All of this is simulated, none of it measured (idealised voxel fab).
The name of this process module is voxel wiring stack.
We display cut, a cross-section 205 nm in width whose square cells are each 5 nm.
Reading order for cross-sections: top band down to bottom band. Underlying form: a grid of square cells. Band size: one or more rows of cells.
For a band, the entry starts with two heights in nm, that of the top and then that of the bottom, and carries on with the band's materials in order from left to right, each alongside its width in nm; the word "everywhere" beside a single material means it fills the band edge to edge, and "empty" means empty space.
Heights are reckoned from 0. Under this level, the received wafer is all of one material. The bottommost band is open-ended downward, for example "top 0, no bottom".
The expression "30->40" gives the width at the extremes of the band, the first number at its top row of cells and the second at its bottom row, with the width changing by equal amounts from each row to the next in between.
Take "no change" at face value: in the step it is given for, the cross-section changed in none of its cells.
So "Voids lacking openings" is basically the list of trapped voids: any empty space of 8 cells or more that can't reach the top through an opening. They're written width x height at distance, the distance being from the left edge, and it's all nm.
Read whatever lies past the settings on a step's line as the simulator's own remark about the step.
When a step includes a mask, the "overlay nm" setting on its line states how far to the right of its planned place that mask lay, and negative values state how far to the left.
Pairs from here to the end. Each: cross-section before one process step, cross-section after it, the latter only as far down as the lowest band that changed. Under each: the step between, and its settings. Mind that the pairs may be taken from different runs of this module on the same starting wafer; whether a pair continues from the pair above depends on its entry headed "Snapshot before", and it does only where that entry says so.

Snapshot before
top 115, bottom 100: 55 nm aC | 30 nm empty | 30 nm aC | 30 nm empty | 60 nm aC
top 100, bottom 80: lowk everywhere
top 80, bottom 75: SiN everywhere
top 75, bottom 65: 55 nm SiO2 | 5 nm TiN | 5 nm W | 5 nm TiN | 45 nm SiO2 | 5 nm TiN | 5 nm W | 5 nm TiN | 75 nm SiO2
top 65, bottom 60: 55 nm SiCN | 15 nm TiN | 45 nm SiCN | 15 nm TiN | 75 nm SiCN
top 60, bottom 50: 55 nm lowk | 5 nm TiN | 20 nm Ru | 5 nm TiN | 30 nm lowk | 5 nm TiN | 20 nm Ru | 5 nm TiN | 60 nm lowk
top 50, bottom 45: 55 nm lowk | 5 nm TiN | 5 nm Ru | 20 nm TiN | 30 nm lowk | 5 nm TiN | 5 nm Ru | 20 nm TiN | 60 nm lowk
top 45, bottom 35: 55 nm lowk | 5 nm TiN | 5 nm Ru | 5 nm TiN | 45 nm lowk | 5 nm TiN | 5 nm Ru | 5 nm TiN | 75 nm lowk
top 35, bottom 30: 55 nm SiCN | 15 nm TiN | 45 nm SiCN | 15 nm TiN | 75 nm SiCN
top 30, bottom 15: 55 nm Ru | 30 nm lowk | 30 nm Ru | 30 nm lowk | 60 nm Ru
top 15, bottom 10: 55 nm TiN | 30 nm lowk | 30 nm TiN | 30 nm lowk | 60 nm TiN
top 10, bottom 0: SiO2 everywhere
top 0, no bottom: Si everywhere
Voids lacking openings: none

Sectional View, Post-Process
top 115, bottom 100: 55 nm aC | 30 nm empty | 30 nm aC | 30 nm empty | 60 nm aC
top 100, bottom 80: 55 nm lowk | 30 nm empty | 30 nm lowk | 30 nm empty | 60 nm lowk
Everything below 80 is unchanged.
Voids lacking openings: none
Applied between the two views above: DIRECTIONAL_ETCH [etch materials lowk] [depth nm 20]

Snapshot before: per the after cross-section of the pair just above.

Sectional View, Post-Process
top 115, bottom 100: 55 nm aC | 30 nm empty | 30 nm aC | 30 nm empty | 60 nm aC
top 100, bottom 80: 55 nm lowk | 30 nm empty | 30 nm lowk | 30 nm empty | 60 nm lowk
top 80, bottom 75: 55 nm SiN | 30 nm empty | 30 nm SiN | 30 nm empty | 60 nm SiN
Everything below 75 is unchanged.
Voids lacking openings: none
Applied between the two views above: DIRECTIONAL_ETCH [etch materials SiN] [depth nm 5]

Snapshot before: per the after cross-section of the pair just above.

Sectional View, Post-Process
top 100, bottom 80: 55 nm lowk | 30 nm empty | 30 nm lowk | 30 nm empty | 60 nm lowk
Everything below 80 is unchanged.
Voids lacking openings: none
Applied between the two views above: STRIP [etch materials aC]

Snapshot before: per the after cross-section of the pair just above.

Sectional View, Post-Process
top 105, bottom 100: 60 nm TiN | 20 nm empty | 40 nm TiN | 20 nm empty | 65 nm TiN
top 100, bottom 80: 55 nm lowk | 5 nm TiN | 20 nm empty | 5 nm TiN | 30 nm lowk | 5 nm TiN | 20 nm empty | 5 nm TiN | 60 nm lowk
top 80, bottom 75: 55 nm SiN | 30 nm TiN | 30 nm SiN | 30 nm TiN | 60 nm SiN
Everything below 75 is unchanged.
Voids lacking openings: none
Applied between the two views above: CONFORMAL_DEP [material TiN] [thk nm 5]

Snapshot before: per the after cross-section of the pair just above.

Sectional View, Post-Process
top 110, bottom 105: Ru everywhere
top 105, bottom 100: 60 nm TiN | 20 nm Ru | 40 nm TiN | 20 nm Ru | 65 nm TiN
top 100, bottom 80: 55 nm lowk | 5 nm TiN | 20 nm Ru | 5 nm TiN | 30 nm lowk | 5 nm TiN | 20 nm Ru | 5 nm TiN | 60 nm lowk
Everything below 80 is unchanged.
Voids lacking openings: none
Applied between the two views above: FILL_DEP [material Ru] [thk nm 5]

Snapshot before: per the after cross-section of the pair just above.

Sectional View, Post-Process
top 100, bottom 80: 55 nm lowk | 5 nm TiN | 20 nm Ru | 5 nm TiN | 30 nm lowk | 5 nm TiN | 20 nm Ru | 5 nm TiN | 60 nm lowk
Everything below 80 is unchanged.
Voids lacking openings: none
Applied between the two views above: CMP [height nm 100]

Snapshot before: per the after cross-section of the pair just above.

Sectional View, Post-Process
top 105, bottom 100: SiN everywhere
Everything below 100 is unchanged.
Voids lacking openings: none
Applied between the two views above: CONFORMAL_DEP [material SiN] [thk nm 5]
